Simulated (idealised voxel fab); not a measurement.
Process module under the name voxel self aligned contacts
FYI the section here is cut, 220 nm wide, cells are 5 nm squares.
In what follows, cross-sections appear as grids of square cells, described through bands that run from the top down, where every band is one or more rows of cells.
Quick guide to a band line: top height, bottom height (nm) up front; then every material left to right with its width in nm. Only one material and it's marked "edge to edge"? Then it fills the band edge to edge. And "blank" just means empty space.
It should be noted that heights are counted from 0, beneath which the wafer as supplied is of one material throughout, and that the lowest band possesses no lower boundary but continues downward, as written in "from 0 down".
Per-row width for "30 to 40": begins at first number (top row of band), ends at second number (bottom row), increment between rows held constant.
"remained the same", as given for a step, is the statement that not any cell of the cross-section underwent a change during that step.
"Voids, enclosed": empty spaces of 8 cells or more with no open way to the top, each given as width x height at distance, distance from the left edge, all in nm.
Past the settings on a step's line: simulator remark, on that step.
You can add "overlay nm" to a step's line. For a step with a mask, it describes how far the mask lay to the right of its planned position, and a negative number describes a lay to the left.

SET OUT BELOW ARE THE PLANNED STEPS OF THE PROCESS
1 RECEIVE: material Si
2 OXIDIZE: depth nm 5
3 DIRECTIONAL_DEP: material polySi, thk nm 30
4 DIRECTIONAL_DEP: material SiN, thk nm 15
5 MASKED_ETCH: tone cover, mask id GATE, width nm 30, pitch nm 60, etch materials SiN, depth nm 15, overlay nm 0
6 MASKED_ETCH: tone cover, mask id GATE, width nm 30, pitch nm 60, etch materials polySi, depth nm 30, overlay nm 0
7 CONFORMAL_DEP: material SiN, thk nm 5
8 DIRECTIONAL_ETCH: etch materials SiN, depth nm 5
9 FILL_DEP: material SiO2, thk nm 15
10 CMP: height nm 55
11 PATTERN: tone open, mask id CONTACT, material resist, width nm 40, pitch nm 60, thk nm 20, overlay nm 0
12 DIRECTIONAL_ETCH: etch materials SiO2, depth nm 50
13 STRIP: etch materials resist
14 CONFORMAL_DEP: material TiN, thk nm 5
15 FILL_DEP: material W, thk nm 5
16 CMP: height nm 55
17 CONFORMAL_DEP: material SiN, thk nm 5
The depth nm used in step 12 is not the same on every wafer, whereas the starting condition is; the value printed in the plan is the first wafer's.

THE FIRST OF SEVERAL WAFERS IN CROSS-SECTION, EXACTLY AS IT REACHED US AFTER STEP 1
> from 0 down | Si edge to edge
> Voids, enclosed: none

MODULE FINISHED, LAST STEP 17 DONE: CROSS-SECTION OF THE FIRST OF SEVERAL WAFERS
> from 60 to 55 | SiN edge to edge
> from 55 to 45 | SiO2 60 nm, then TiN 5 to 15 nm, then W 30 to 10 nm, then TiN 5 to 15 nm, then SiO2 20 nm, then TiN 5 to 15 nm, then W 30 to 10 nm, then TiN 5 to 15 nm, then SiO2 60 nm
> from 45 to 30 | SiO2 30 nm, then SiN 40 nm, then TiN 5 nm, then W 10 nm, then TiN 5 nm, then SiN 40 nm, then TiN 5 nm, then W 10 nm, then TiN 5 nm, then SiN 40 nm, then SiO2 30 nm
> from 30 to 10 | SiO2 30 nm, then SiN 5 nm, then polySi 30 nm, then SiN 5 nm, then TiN 5 nm, then W 10 nm, then TiN 5 nm, then SiN 5 nm, then polySi 30 nm, then SiN 5 nm, then TiN 5 nm, then W 10 nm, then TiN 5 nm, then SiN 5 nm, then polySi 30 nm, then SiN 5 nm, then SiO2 30 nm
> from 10 to 5 | SiO2 30 nm, then SiN 5 nm, then polySi 30 nm, then SiN 5 nm, then TiN 20 nm, then SiN 5 nm, then polySi 30 nm, then SiN 5 nm, then TiN 20 nm, then SiN 5 nm, then polySi 30 nm, then SiN 5 nm, then SiO2 30 nm
> from 5 to 0 | SiO2 30 nm, then SiN 5 nm, then polySi 30 nm, then SiN 5 nm, then SiO2 20 nm, then SiN 5 nm, then polySi 30 nm, then SiN 5 nm, then SiO2 20 nm, then SiN 5 nm, then polySi 30 nm, then SiN 5 nm, then SiO2 30 nm
> from 0 to -5 | SiO2 edge to edge
> from -5 down | Si edge to edge
> Voids, enclosed: none

LAST WAFER X-SEC, END OF MODULE
> from 60 to 55 | SiN edge to edge
> from 55 to 45 | SiO2 60 nm, then TiN 5 to 15 nm, then W 30 to 10 nm, then TiN 5 to 15 nm, then SiO2 20 nm, then TiN 5 to 15 nm, then W 30 to 10 nm, then TiN 5 to 15 nm, then SiO2 60 nm
> from 45 to 30 | SiO2 30 nm, then SiN 40 nm, then TiN 5 nm, then W 10 nm, then TiN 5 nm, then SiN 40 nm, then TiN 5 nm, then W 10 nm, then TiN 5 nm, then SiN 40 nm, then SiO2 30 nm
> from 30 to 0 | SiO2 30 nm, then SiN 5 nm, then polySi 30 nm, then SiN 5 nm, then TiN 5 nm, then W 10 nm, then TiN 5 nm, then SiN 5 nm, then polySi 30 nm, then SiN 5 nm, then TiN 5 nm, then W 10 nm, then TiN 5 nm, then SiN 5 nm, then polySi 30 nm, then SiN 5 nm, then SiO2 30 nm
> from 0 to -5 | SiO2 70 nm, then TiN 20 nm, then SiO2 40 nm, then TiN 20 nm, then SiO2 70 nm
> from -5 down | Si edge to edge
> Voids, enclosed: none

HERE IS HOW TO READ THE ROWS: EVERY WAFER HAS A ROW, AND IT SHOWS THE WAFER AT THE END OF THE MODULE, GIVING FOR EACH MATERIAL HOW MANY CELLS WERE GAINED (+) OR LOST (-) SINCE THE WAFER WAS RECEIVED, THEN LISTING ITS CLOSED VOIDS
depth nm 50 | -44 Si | +152 SiN | +216 SiO2 | +52 TiN | +44 W | +108 polySi | Voids, enclosed: none
depth nm 55 | -44 Si | +152 SiN | +208 SiO2 | +56 TiN | +48 W | +108 polySi | Voids, enclosed: none
depth nm 60 | -44 Si | +152 SiN | +200 SiO2 | +60 TiN | +52 W | +108 polySi | Voids, enclosed: none
depth nm 65 | -44 Si | +152 SiN | +200 SiO2 | +60 TiN | +52 W | +108 polySi | Voids, enclosed: none
depth nm 70 | -44 Si | +152 SiN | +200 SiO2 | +60 TiN | +52 W | +108 polySi | Voids, enclosed: none
depth nm 75 | -44 Si | +152 SiN | +200 SiO2 | +60 TiN | +52 W | +108 polySi | Voids, enclosed: none
